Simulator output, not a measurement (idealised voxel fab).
Name of the process module below: voxel self aligned vias
Section cut is 235 nm wide and gridded with 5 nm square cells.
Cross-sections here: square-cell grids, written as top-down lists of bands, a band being one or more rows of cells.
Basically the band line says how high the top is and how high the bottom is, in nm, and then what's in it from left to right, every material with its width in nm. Empty space shows up as "empty", and if a single material carries "all across" it runs the full band edge to edge.
For the purposes of this specification, 0 denotes the height below which the wafer in its as-received condition is composed wholly of one material, and the lowermost band, lacking a lower limit, extends downward without end, as expressed in "top 0, no bottom".
With a width like "30..40", each row of cells in the band differs from the next by the same amount, the top row carrying the first number and the bottom row the second.
Step note "nothing different" = no cross-section cell changed.
"Sealed internal cavities": empty spaces of 8 cells or more with no open way to the top, each given as width x height at distance, distance from the left edge, all in nm.
On a step's line, text after the settings is the simulator commenting on that step.
When a step includes a mask, the "overlay nm" setting on its line states how far to the right of its planned place that mask lay, and negative values state how far to the left.
Pairs, read this way: before one process step on the one hand, after it on the other, the after cross-section ending at the lowest band that changed; the step between, settings included, beneath. Same starting wafer throughout, but possibly different runs of this module, so no pair continues from the pair above unless its entry headed "Structure before processing" says so.

Structure before processing:
  top 80, bottom 70 | 65 aC / 40 empty / 25 aC / 40 empty / 65 aC
  top 70, bottom 50 | SiO2 all across
  top 50, bottom 45 | SiN all across
  top 45, bottom 40 | 70 SiO2 / 30 SiN / 35 SiO2 / 30 SiN / 70 SiO2
  top 40, bottom 25 | 70 SiO2 / 5 TiN / 20 Ru / 5 TiN / 35 SiO2 / 5 TiN / 20 Ru / 5 TiN / 70 SiO2
  top 25, bottom 20 | 70 SiO2 / 30 TiN / 35 SiO2 / 30 TiN / 70 SiO2
  top 20, bottom 15 | SiCN all across
  top 15, bottom 0 | SiO2 all across
  top 0, no bottom | Si all across
  Sealed internal cavities: none

Post-Step Snapshot:
  top 80, bottom 70 | 65 aC / 40 empty / 25 aC / 40 empty / 65 aC
  top 70, bottom 50 | 65 SiO2 / 40 empty / 25 SiO2 / 40 empty / 65 SiO2
  Rest of section, below 50: as before.
  Sealed internal cavities: none
The structure shown above changes from one cross-section to the other through DIRECTIONAL_ETCH with etch materials SiO2, depth nm 20

Structure before processing: see the after view in the pair directly above.

Post-Step Snapshot:
  top 80, bottom 70 | 65 aC / 40 empty / 25 aC / 40 empty / 65 aC
  top 70, bottom 50 | 65 SiO2 / 40 empty / 25 SiO2 / 40 empty / 65 SiO2
  top 50, bottom 45 | 65 SiN / 40 empty / 25 SiN / 40 empty / 65 SiN
  Rest of section, below 45: as before.
  Sealed internal cavities: none
The structure shown above changes from one cross-section to the other through DIRECTIONAL_ETCH with etch materials SiN, depth nm 5

Structure before processing: see the after view in the pair directly above.

Post-Step Snapshot:
  top 70, bottom 50 | 65 SiO2 / 40 empty / 25 SiO2 / 40 empty / 65 SiO2
  Rest of section, below 50: as before.
  Sealed internal cavities: none
The structure shown above changes from one cross-section to the other through STRIP with etch materials aC

Structure before processing: see the after view in the pair directly above.

Post-Step Snapshot:
  top 75, bottom 70 | 70 TiN / 30 empty / 35 TiN / 30 empty / 70 TiN
  top 70, bottom 50 | 65 SiO2 / 5 TiN / 30 empty / 5 TiN / 25 SiO2 / 5 TiN / 30 empty / 5 TiN / 65 SiO2
  top 50, bottom 45 | 65 SiN / 40 TiN / 25 SiN / 40 TiN / 65 SiN
  Rest of section, below 45: as before.
  Sealed internal cavities: none
The structure shown above changes from one cross-section to the other through CONFORMAL_DEP with material TiN, thk nm 5

Structure before processing: see the after view in the pair directly above.

Post-Step Snapshot:
  top 80, bottom 75 | W all across
  top 75, bottom 70 | 70 TiN / 30 W / 35 TiN / 30 W / 70 TiN
  top 70, bottom 50 | 65 SiO2 / 5 TiN / 30 W / 5 TiN / 25 SiO2 / 5 TiN / 30 W / 5 TiN / 65 SiO2
  Rest of section, below 50: as before.
  Sealed internal cavities: none
The structure shown above changes from one cross-section to the other through FILL_DEP with material W, thk nm 5

Structure before processing: see the after view in the pair directly above.

Post-Step Snapshot:
  top 70, bottom 50 | 65 SiO2 / 5 TiN / 30 W / 5 TiN / 25 SiO2 / 5 TiN / 30 W / 5 TiN / 65 SiO2
  Rest of section, below 50: as before.
  Sealed internal cavities: none
The structure shown above changes from one cross-section to the other through CMP with height nm 70

Structure before processing: see the after view in the pair directly above.

Post-Step Snapshot:
  top 75, bottom 70 | SiN all across
  Rest of section, below 70: as before.
  Sealed internal cavities: none
The structure shown above changes from one cross-section to the other through CONFORMAL_DEP with material SiN, thk nm 5

Structure before processing:
  top 50, bottom 20 | SiO2 all across
  top 20, bottom 15 | SiCN all across
  top 15, bottom 0 | SiO2 all across
  top 0, no bottom | Si all across
  Sealed internal cavities: none

Post-Step Snapshot:
  top 50, bottom 20 | 75 SiO2 / 20 empty / 45 SiO2 / 20 empty / 75 SiO2
  Rest of section, below 20: as before.
  Sealed internal cavities: none
The structure shown above changes from one cross-section to the other through MASKED_ETCH with tone open, mask id LINES, width nm 20, pitch nm 65, etch materials SiO2, depth nm 30, overlay nm 0

Structure before processing: see the after view in the pair directly above.

Post-Step Snapshot:
  top 55, bottom 50 | 80 TiN / 10 empty / 55 TiN / 10 empty / 80 TiN
  top 50, bottom 25 | 75 SiO2 / 5 TiN / 10 empty / 5 TiN / 45 SiO2 / 5 TiN / 10 empty / 5 TiN / 75 SiO2
  top 25, bottom 20 | 75 SiO2 / 20 TiN / 45 SiO2 / 20 TiN / 75 SiO2
  Rest of section, below 20: as before.
  Sealed internal cavities: none
The structure shown above changes from one cross-section to the other through CONFORMAL_DEP with material TiN, thk nm 5

Structure before processing: see the after view in the pair directly above.

Post-Step Snapshot:
  top 65, bottom 55 | Ru all across
  top 55, bottom 50 | 80 TiN / 10 Ru / 55 TiN / 10 Ru / 80 TiN
  top 50, bottom 25 | 75 SiO2 / 5 TiN / 10 Ru / 5 TiN / 45 SiO2 / 5 TiN / 10 Ru / 5 TiN / 75 SiO2
  Rest of section, below 25: as before.
  Sealed internal cavities: none
The structure shown above changes from one cross-section to the other through FILL_DEP with material Ru, thk nm 10

Structure before processing: see the after view in the pair directly above.

Post-Step Snapshot:
  top 50, bottom 25 | 75 SiO2 / 5 TiN / 10 Ru / 5 TiN / 45 SiO2 / 5 TiN / 10 Ru / 5 TiN / 75 SiO2
  Rest of section, below 25: as before.
  Sealed internal cavities: none
The structure shown above changes from one cross-section to the other through CMP with height nm 50

Structure before processing: see the after view in the pair directly above.

Post-Step Snapshot:
  top 50, bottom 45 | 75 SiO2 / 20 empty / 45 SiO2 / 20 empty / 75 SiO2
  Rest of section, below 45: as before.
  Sealed internal cavities: none
The structure shown above changes from one cross-section to the other through SELECTIVE_ETCH with etch materials W Ru TiN, depth nm 5

Structure before processing: see the after view in the pair directly above.

Post-Step Snapshot:
  top 55, bottom 50 | SiN all across
  top 50, bottom 45 | 75 SiO2 / 20 SiN / 45 SiO2 / 20 SiN / 75 SiO2
  Rest of section, below 45: as before.
  Sealed internal cavities: none
The structure shown above changes from one cross-section to the other through FILL_DEP with material SiN, thk nm 5

Structure before processing: see the after view in the pair directly above.

Post-Step Snapshot:
  top 50, bottom 45 | 75 SiO2 / 20 SiN / 45 SiO2 / 20 SiN / 75 SiO2
  Rest of section, below 45: as before.
  Sealed internal cavities: none
The structure shown above changes from one cross-section to the other through CMP with height nm 50

Structure before processing: see the after view in the pair directly above.

Post-Step Snapshot:
  top 70, bottom 50 | SiO2 all across
  Rest of section, below 50: as before.
  Sealed internal cavities: none
The structure shown above changes from one cross-section to the other through DIRECTIONAL_DEP with material SiO2, thk nm 20

Structure before processing: see the after view in the pair directly above.

Post-Step Snapshot:
  top 80, bottom 70 | aC all across
  Rest of section, below 70: as before.
  Sealed internal cavities: none
The structure shown above changes from one cross-section to the other through DIRECTIONAL_DEP with material aC, thk nm 10

Structure before processing: see the after view in the pair directly above.

Post-Step Snapshot:
  top 105, bottom 80 | 65 resist / 40 empty / 25 resist / 40 empty / 65 resist
  Rest of section, below 80: as before.
  Sealed internal cavities: none
The structure shown above changes from one cross-section to the other through PATTERN with tone open, mask id VIAS, material resist, width nm 40, pitch nm 65, thk nm 25, overlay nm 0

Structure before processing: see the after view in the pair directly above.

Post-Step Snapshot:
  top 95, bottom 80 | 65 resist / 40 empty / 25 resist / 40 empty / 65 resist
  top 80, bottom 70 | 65 aC / 40 empty / 25 aC / 40 empty / 65 aC
  Rest of section, below 70: as before.
  Sealed internal cavities: none
The structure shown above changes from one cross-section to the other through DIRECTIONAL_ETCH with etch materials aC, depth nm 10

Structure before processing: see the after view in the pair directly above.

Post-Step Snapshot:
  top 80, bottom 70 | 65 aC / 40 empty / 25 aC / 40 empty / 65 aC
  Rest of section, below 70: as before.
  Sealed internal cavities: none
The structure shown above changes from one cross-section to the other through STRIP with etch materials resist

Structure before processing: see the after view in the pair directly above.

Post-Step Snapshot:
  top 80, bottom 70 | 65 aC / 40 empty / 25 aC / 40 empty / 65 aC
  top 70, bottom 50 | 65 SiO2 / 40 empty / 25 SiO2 / 40 empty / 65 SiO2
  Rest of section, below 50: as before.
  Sealed internal cavities: none
The structure shown above changes from one cross-section to the other through DIRECTIONAL_ETCH with etch materials SiO2, depth nm 20

Structure before processing: see the after view in the pair directly above.

Post-Step Snapshot:
  top 80, bottom 70 | 65 aC / 40 empty / 25 aC / 40 empty / 65 aC
  top 70, bottom 50 | 65 SiO2 / 40 empty / 25 SiO2 / 40 empty / 65 SiO2
  top 50, bottom 45 | 75 SiO2 / 20 empty / 45 SiO2 / 20 empty / 75 SiO2
  Rest of section, below 45: as before.
  Sealed internal cavities: none
The structure shown above changes from one cross-section to the other through DIRECTIONAL_ETCH with etch materials SiN, depth nm 5

Structure before processing: see the after view in the pair directly above.

Post-Step Snapshot:
  top 70, bottom 50 | 65 SiO2 / 40 empty / 25 SiO2 / 40 empty / 65 SiO2
  Rest of section, below 50: as before.
  Sealed internal cavities: none
The structure shown above changes from one cross-section to the other through STRIP with etch materials aC

Structure before processing: see the after view in the pair directly above.

Post-Step Snapshot:
  top 75, bottom 70 | 70 TiN / 30 empty / 35 TiN / 30 empty / 70 TiN
  top 70, bottom 55 | 65 SiO2 / 5 TiN / 30 empty / 5 TiN / 25 SiO2 / 5 TiN / 30 empty / 5 TiN / 65 SiO2
  top 55, bottom 50 | 65 SiO2 / 15 TiN / 10 empty / 15 TiN / 25 SiO2 / 15 TiN / 10 empty / 15 TiN / 65 SiO2
  top 50, bottom 45 | 75 SiO2 / 20 TiN / 45 SiO2 / 20 TiN / 75 SiO2
  Rest of section, below 45: as before.
  Sealed internal cavities: none
The structure shown above changes from one cross-section to the other through CONFORMAL_DEP with material TiN, thk nm 5

Structure before processing: see the after view in the pair directly above.

Post-Step Snapshot:
  top 80, bottom 75 | W all across
  top 75, bottom 70 | 70 TiN / 30 W / 35 TiN / 30 W / 70 TiN
  top 70, bottom 55 | 65 SiO2 / 5 TiN / 30 W / 5 TiN / 25 SiO2 / 5 TiN / 30 W / 5 TiN / 65 SiO2
  top 55, bottom 50 | 65 SiO2 / 15 TiN / 10 W / 15 TiN / 25 SiO2 / 15 TiN / 10 W / 15 TiN / 65 SiO2
  Rest of section, below 50: as before.
  Sealed internal cavities: none
The structure shown above changes from one cross-section to the other through FILL_DEP with material W, thk nm 5

Structure before processing: see the after view in the pair directly above.

Post-Step Snapshot:
  top 70, bottom 55 | 65 SiO2 / 5 TiN / 30 W / 5 TiN / 25 SiO2 / 5 TiN / 30 W / 5 TiN / 65 SiO2
  Rest of section, below 55: as before.
  Sealed internal cavities: none
The structure shown above changes from one cross-section to the other through CMP with height nm 70

Structure before processing: see the after view in the pair directly above.

Post-Step Snapshot:
  top 75, bottom 70 | SiN all across
  Rest of section, below 70: as before.
  Sealed internal cavities: none
The structure shown above changes from one cross-section to the other through CONFORMAL_DEP with material SiN, thk nm 5

Structure before processing:
  top 80, bottom 70 | aC all across
  top 70, bottom 50 | SiO2 all across
  top 50, bottom 45 | 70 SiO2 / 30 SiN / 35 SiO2 / 30 SiN / 70 SiO2
  top 45, bottom 25 | 70 SiO2 / 5 TiN / 20 Ru / 5 TiN / 35 SiO2 / 5 TiN / 20 Ru / 5 TiN / 70 SiO2
  top 25, bottom 20 | 70 SiO2 / 30 TiN / 35 SiO2 / 30 TiN / 70 SiO2
  top 20, bottom 15 | SiCN all across
  top 15, bottom 0 | SiO2 all across
  top 0, no bottom | Si all across
  Sealed internal cavities: none

Post-Step Snapshot:
  top 105, bottom 80 | 70 resist / 40 empty / 25 resist / 40 empty / 60 resist
  Rest of section, below 80: as before.
  Sealed internal cavities: none
The structure shown above changes from one cross-section to the other through PATTERN with tone open, mask id VIAS, material resist, width nm 40, pitch nm 65, thk nm 25, overlay nm 5

Structure before processing: see the after view in the pair directly above.

Post-Step Snapshot:
  top 95, bottom 80 | 70 resist / 40 empty / 25 resist / 40 empty / 60 resist
  top 80, bottom 70 | 70 aC / 40 empty / 25 aC / 40 empty / 60 aC
  Rest of section, below 70: as before.
  Sealed internal cavities: none
The structure shown above changes from one cross-section to the other through DIRECTIONAL_ETCH with etch materials aC, depth nm 10

Structure before processing: see the after view in the pair directly above.

Post-Step Snapshot:
  top 80, bottom 70 | 70 aC / 40 empty / 25 aC / 40 empty / 60 aC
  Rest of section, below 70: as before.
  Sealed internal cavities: none
The structure shown above changes from one cross-section to the other through STRIP with etch materials resist

Structure before processing: see the after view in the pair directly above.

Post-Step Snapshot:
  top 80, bottom 70 | 70 aC / 40 empty / 25 aC / 40 empty / 60 aC
  top 70, bottom 50 | 70 SiO2 / 40 empty / 25 SiO2 / 40 empty / 60 SiO2
  Rest of section, below 50: as before.
  Sealed internal cavities: none
The structure shown above changes from one cross-section to the other through DIRECTIONAL_ETCH with etch materials SiO2, depth nm 20

Structure before processing: see the after view in the pair directly above.

Post-Step Snapshot:
  top 80, bottom 70 | 70 aC / 40 empty / 25 aC / 40 empty / 60 aC
  top 70, bottom 50 | 70 SiO2 / 40 empty / 25 SiO2 / 40 empty / 60 SiO2
  top 50, bottom 45 | 70 SiO2 / 30 empty / 35 SiO2 / 30 empty / 70 SiO2
  Rest of section, below 45: as before.
  Sealed internal cavities: none
The structure shown above changes from one cross-section to the other through DIRECTIONAL_ETCH with etch materials SiN, depth nm 5

Structure before processing: see the after view in the pair directly above.

Post-Step Snapshot:
  top 70, bottom 50 | 70 SiO2 / 40 empty / 25 SiO2 / 40 empty / 60 SiO2
  Rest of section, below 50: as before.
  Sealed internal cavities: none
The structure shown above changes from one cross-section to the other through STRIP with etch materials aC

Structure before processing: see the after view in the pair directly above.

Post-Step Snapshot:
  top 75, bottom 70 | 75 TiN / 30 empty / 35 TiN / 30 empty / 65 TiN
  top 70, bottom 55 | 70 SiO2 / 5 TiN / 30 empty / 5 TiN / 25 SiO2 / 5 TiN / 30 empty / 5 TiN / 60 SiO2
  top 55, bottom 50 | 70 SiO2 / 5 TiN / 20 empty / 15 TiN / 25 SiO2 / 5 TiN / 20 empty / 15 TiN / 60 SiO2
  top 50, bottom 45 | 70 SiO2 / 30 TiN / 35 SiO2 / 30 TiN / 70 SiO2
  Rest of section, below 45: as before.
  Sealed internal cavities: none
The structure shown above changes from one cross-section to the other through CONFORMAL_DEP with material TiN, thk nm 5

Structure before processing: see the after view in the pair directly above.

Post-Step Snapshot:
  top 80, bottom 75 | W all across
  top 75, bottom 70 | 75 TiN / 30 W / 35 TiN / 30 W / 65 TiN
  top 70, bottom 55 | 70 SiO2 / 5 TiN / 30 W / 5 TiN / 25 SiO2 / 5 TiN / 30 W / 5 TiN / 60 SiO2
  top 55, bottom 50 | 70 SiO2 / 5 TiN / 20 W / 15 TiN / 25 SiO2 / 5 TiN / 20 W / 15 TiN / 60 SiO2
  Rest of section, below 50: as before.
  Sealed internal cavities: none
The structure shown above changes from one cross-section to the other through FILL_DEP with material W, thk nm 5

Structure before processing: see the after view in the pair directly above.

Post-Step Snapshot:
  top 70, bottom 55 | 70 SiO2 / 5 TiN / 30 W / 5 TiN / 25 SiO2 / 5 TiN / 30 W / 5 TiN / 60 SiO2
  Rest of section, below 55: as before.
  Sealed internal cavities: none
The structure shown above changes from one cross-section to the other through CMP with height nm 70

Structure before processing: see the after view in the pair directly above.

Post-Step Snapshot:
  top 75, bottom 70 | SiN all across
  Rest of section, below 70: as before.
  Sealed internal cavities: none
The structure shown above changes from one cross-section to the other through CONFORMAL_DEP with material SiN, thk nm 5

Structure before processing:
  top 50, bottom 45 | 70 SiO2 / 30 SiN / 35 SiO2 / 30 SiN / 70 SiO2
  top 45, bottom 25 | 70 SiO2 / 5 TiN / 20 Ru / 5 TiN / 35 SiO2 / 5 TiN / 20 Ru / 5 TiN / 70 SiO2
  top 25, bottom 20 | 70 SiO2 / 30 TiN / 35 SiO2 / 30 TiN / 70 SiO2
  top 20, bottom 15 | SiCN all across
  top 15, bottom 0 | SiO2 all across
  top 0, no bottom | Si all across
  Sealed internal cavities: none

Post-Step Snapshot:
  top 70, bottom 50 | TiN all across
  Rest of section, below 50: as before.
  Sealed internal cavities: none
The structure shown above changes from one cross-section to the other through DIRECTIONAL_DEP with material TiN, thk nm 20

Structure before processing: see the after view in the pair directly above.

Post-Step Snapshot:
  top 80, bottom 70 | aC all across
  Rest of section, below 70: as before.
  Sealed internal cavities: none
The structure shown above changes from one cross-section to the other through DIRECTIONAL_DEP with material aC, thk nm 10

Structure before processing: see the after view in the pair directly above.

Post-Step Snapshot:
  top 105, bottom 80 | 65 resist / 40 empty / 25 resist / 40 empty / 65 resist
  Rest of section, below 80: as before.
  Sealed internal cavities: none
The structure shown above changes from one cross-section to the other through PATTERN with tone open, mask id VIAS, material resist, width nm 40, pitch nm 65, thk nm 25, overlay nm 0

Structure before processing: see the after view in the pair directly above.

Post-Step Snapshot:
  top 95, bottom 80 | 65 resist / 40 empty / 25 resist / 40 empty / 65 resist
  top 80, bottom 70 | 65 aC / 40 empty / 25 aC / 40 empty / 65 aC
  Rest of section, below 70: as before.
  Sealed internal cavities: none
The structure shown above changes from one cross-section to the other through DIRECTIONAL_ETCH with etch materials aC, depth nm 10

Structure before processing: see the after view in the pair directly above.

Post-Step Snapshot:
  top 80, bottom 70 | 65 aC / 40 empty / 25 aC / 40 empty / 65 aC
  Rest of section, below 70: as before.
  Sealed internal cavities: none
The structure shown above changes from one cross-section to the other through STRIP with etch materials resist

Structure before processing: see the after view in the pair directly above.

Post-Step Snapshot:
  top 70, bottom 50 | TiN all across
  Rest of section, below 50: as before.
  Sealed internal cavities: none
The structure shown above changes from one cross-section to the other through STRIP with etch materials aC

Structure before processing: see the after view in the pair directly above.

Post-Step Snapshot:
  top 75, bottom 50 | TiN all across
  Rest of section, below 50: as before.
  Sealed internal cavities: none
The structure shown above changes from one cross-section to the other through CONFORMAL_DEP with material TiN, thk nm 5

Structure before processing: see the after view in the pair directly above.

Post-Step Snapshot:
  top 80, bottom 75 | W all across
  Rest of section, below 75: as before.
  Sealed internal cavities: none
The structure shown above changes from one cross-section to the other through FILL_DEP with material W, thk nm 5

Structure before processing: see the after view in the pair directly above.

Post-Step Snapshot:
  top 70, bottom 50 | TiN all across
  Rest of section, below 50: as before.
  Sealed internal cavities: none
The structure shown above changes from one cross-section to the other through CMP with height nm 70

Structure before processing: see the after view in the pair directly above.

Post-Step Snapshot:
  top 75, bottom 70 | SiN all across
  Rest of section, below 70: as before.
  Sealed internal cavities: none
The structure shown above changes from one cross-section to the other through CONFORMAL_DEP with material SiN, thk nm 5

Structure before processing:
  top 80, bottom 70 | aC all across
  top 70, bottom 50 | SiO2 all across
  top 50, bottom 45 | 70 SiO2 / 30 SiN / 35 SiO2 / 30 SiN / 70 SiO2
  top 45, bottom 25 | 70 SiO2 / 5 TiN / 20 Ru / 5 TiN / 35 SiO2 / 5 TiN / 20 Ru / 5 TiN / 70 SiO2
  top 25, bottom 20 | 70 SiO2 / 30 TiN / 35 SiO2 / 30 TiN / 70 SiO2
  top 20, bottom 15 | SiCN all across
  top 15, bottom 0 | SiO2 all across
  top 0, no bottom | Si all across
  Sealed internal cavities: none

Post-Step Snapshot:
  top 105, bottom 80 | 65 empty / 40 resist / 25 empty / 40 resist / 65 empty
  Rest of section, below 80: as before.
  Sealed internal cavities: none
The structure shown above changes from one cross-section to the other through PATTERN with tone cover, mask id VIAS, material resist, width nm 40, pitch nm 65, thk nm 25, overlay nm 0

Structure before processing: see the after view in the pair directly above.

Post-Step Snapshot:
  top 95, bottom 80 | 65 empty / 40 resist / 25 empty / 40 resist / 65 empty
  top 80, bottom 70 | 65 empty / 40 aC / 25 empty / 40 aC / 65 empty
  Rest of section, below 70: as before.
  Sealed internal cavities: none
The structure shown above changes from one cross-section to the other through DIRECTIONAL_ETCH with etch materials aC, depth nm 10

Structure before processing: see the after view in the pair directly above.

Post-Step Snapshot:
  top 80, bottom 70 | 65 empty / 40 aC / 25 empty / 40 aC / 65 empty
  Rest of section, below 70: as before.
  Sealed internal cavities: none
The structure shown above changes from one cross-section to the other through STRIP with etch materials resist

Structure before processing: see the after view in the pair directly above.

Post-Step Snapshot:
  top 80, bottom 70 | 65 empty / 40 aC / 25 empty / 40 aC / 65 empty
  top 70, bottom 50 | 65 empty / 40 SiO2 / 25 empty / 40 SiO2 / 65 empty
  Rest of section, below 50: as before.
  Sealed internal cavities: none
The structure shown above changes from one cross-section to the other through DIRECTIONAL_ETCH with etch materials SiO2, depth nm 20

Structure before processing: see the after view in the pair directly above.

Post-Step Snapshot:
  top 70, bottom 50 | 65 empty / 40 SiO2 / 25 empty / 40 SiO2 / 65 empty
  Rest of section, below 50: as before.
  Sealed internal cavities: none
The structure shown above changes from one cross-section to the other through STRIP with etch materials aC

Structure before processing: see the after view in the pair directly above.

Post-Step Snapshot:
  top 75, bottom 70 | 60 empty / 50 TiN / 15 empty / 50 TiN / 60 empty
  top 70, bottom 55 | 60 empty / 5 TiN / 40 SiO2 / 5 TiN / 15 empty / 5 TiN / 40 SiO2 / 5 TiN / 60 empty
  top 55, bottom 50 | 65 TiN / 40 SiO2 / 25 TiN / 40 SiO2 / 65 TiN
  Rest of section, below 50: as before.
  Sealed internal cavities: none
The structure shown above changes from one cross-section to the other through CONFORMAL_DEP with material TiN, thk nm 5

Structure before processing: see the after view in the pair directly above.

Post-Step Snapshot:
  top 80, bottom 75 | W all across
  top 75, bottom 70 | 60 W / 50 TiN / 15 W / 50 TiN / 60 W
  top 70, bottom 55 | 60 W / 5 TiN / 40 SiO2 / 5 TiN / 15 W / 5 TiN / 40 SiO2 / 5 TiN / 60 W
  Rest of section, below 55: as before.
  Sealed internal cavities: none
The structure shown above changes from one cross-section to the other through FILL_DEP with material W, thk nm 5

Structure before processing: see the after view in the pair directly above.

Post-Step Snapshot:
  top 70, bottom 55 | 60 W / 5 TiN / 40 SiO2 / 5 TiN / 15 W / 5 TiN / 40 SiO2 / 5 TiN / 60 W
  Rest of section, below 55: as before.
  Sealed internal cavities: none
The structure shown above changes from one cross-section to the other through CMP with height nm 70

Structure before processing: see the after view in the pair directly above.

Post-Step Snapshot:
  top 75, bottom 70 | SiN all across
  Rest of section, below 70: as before.
  Sealed internal cavities: none
The structure shown above changes from one cross-section to the other through CONFORMAL_DEP with material SiN, thk nm 5
